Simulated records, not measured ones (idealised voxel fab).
Proc. module: voxel tone inversion
cross-section cut | 250 nm wide | cells 5 nm
A cross-section in this document is a grid of square cells, and it is written down as bands, the top band listed before the ones below it; a band is made up of one or more rows of cells. It is stipulated that each band's entry specify, in nanometres, the height of the top of the band and then that of its bottom, followed by the materials of the band in left-to-right sequence, each together with its width in nanometres. A single material marked by the word "throughout" is understood to fill the band from edge to edge; the word "blank" is understood to denote empty space. It should be noted that heights are counted from 0, beneath which the wafer as supplied is of one material throughout, and that the lowest band possesses no lower boundary but continues downward, as written in "0 and below". So if you see something like "30->40" for the width, read it as the top row of the band sitting at the first number and the bottom row at the second, with every row in between moving by the same amount as the last. "no change occurred" for a step: no cell of the cross-section changed in that step. The list in "Enclosed void list" covers empty spaces of 8 cells or more that cannot reach the top through any open way, and it gives each as width x height at distance; the distance is from the left edge, and width, height and distance are in nm. Where a step's line continues beyond its settings, the continuation is a remark by the simulator itself on that step. overlay nm: how far to the right of its planned place the mask lay on this masked step (negative: to the left).
Steps planned for the process:
| 1 | RECEIVE with material Si |
| 2 | CONFORMAL_DEP with material SiN, thk nm 5 |
| 3 | DIRECTIONAL_DEP with material aC, thk nm 20 |
| 4 | PATTERN with tone cover, mask id POSTS, material resist, width nm 15, pitch nm 45, thk nm 30, overlay nm 0 |
| 5 | DIRECTIONAL_ETCH with etch materials aC, depth nm 20 |
| 6 | STRIP with etch materials resist |
| 7 | FILL_DEP with material SiO2, thk nm 5 |
| 8 | CMP with height nm 25 |
| 9 | STRIP with etch materials aC |
| 10 | CONFORMAL_DEP with material TiN, thk nm 5 |
| 11 | FILL_DEP with material W, thk nm 5 |
| 12 | CMP with height nm 25 |
| 13 | CONFORMAL_DEP with material SiCN, thk nm 5 |
Same starting wafers, different width nm at step 4. Plan value belongs to the first wafer.
First of several wafers (as received, post step 1), cross-sectional view:
    0 and below = Si throughout
    Enclosed void list: none
Post step 13, the closing step of the module: first of several wafers, cross-sectioned:
    30 down to 25 = SiCN throughout
    25 down to 10 = 95 of SiO2 / 5 of TiN / 5 of W / 5 of TiN / 30 of SiO2 / 5 of TiN / 5 of W / 5 of TiN / 95 of SiO2
    10 down to 5 = 95 of SiO2 / 15 of TiN / 30 of SiO2 / 15 of TiN / 95 of SiO2
    5 down to 0 = SiN throughout
    0 and below = Si throughout
    Enclosed void list: none
Last-wafer cross-section at the end of the module:
    30 down to 25 = SiCN throughout
    25 down to 10 = 85 of SiO2 / 5 of TiN / 20 of W / 5 of TiN / 15 of SiO2 / 5 of TiN / 20 of W / 5 of TiN / 90 of SiO2
    10 down to 5 = 85 of SiO2 / 30 of TiN / 15 of SiO2 / 30 of TiN / 90 of SiO2
    5 down to 0 = SiN throughout
    0 and below = Si throughout
    Enclosed void list: none
So in this table every wafer gets its own row, and what you see is where it stands at the end of the module: for each material, how many cells it picked up (+) or gave up (-) since we received it, and after that its closed voids:
width nm 15, +50 SiCN, +50 SiN, +176 SiO2, +18 TiN, +6 W, Enclosed void list: none
width nm 20, +50 SiCN, +50 SiN, +168 SiO2, +20 TiN, +12 W, Enclosed void list: none
width nm 25, +50 SiCN, +50 SiN, +160 SiO2, +22 TiN, +18 W, Enclosed void list: none
width nm 30, +50 SiCN, +50 SiN, +152 SiO2, +24 TiN, +24 W, Enclosed void list: none
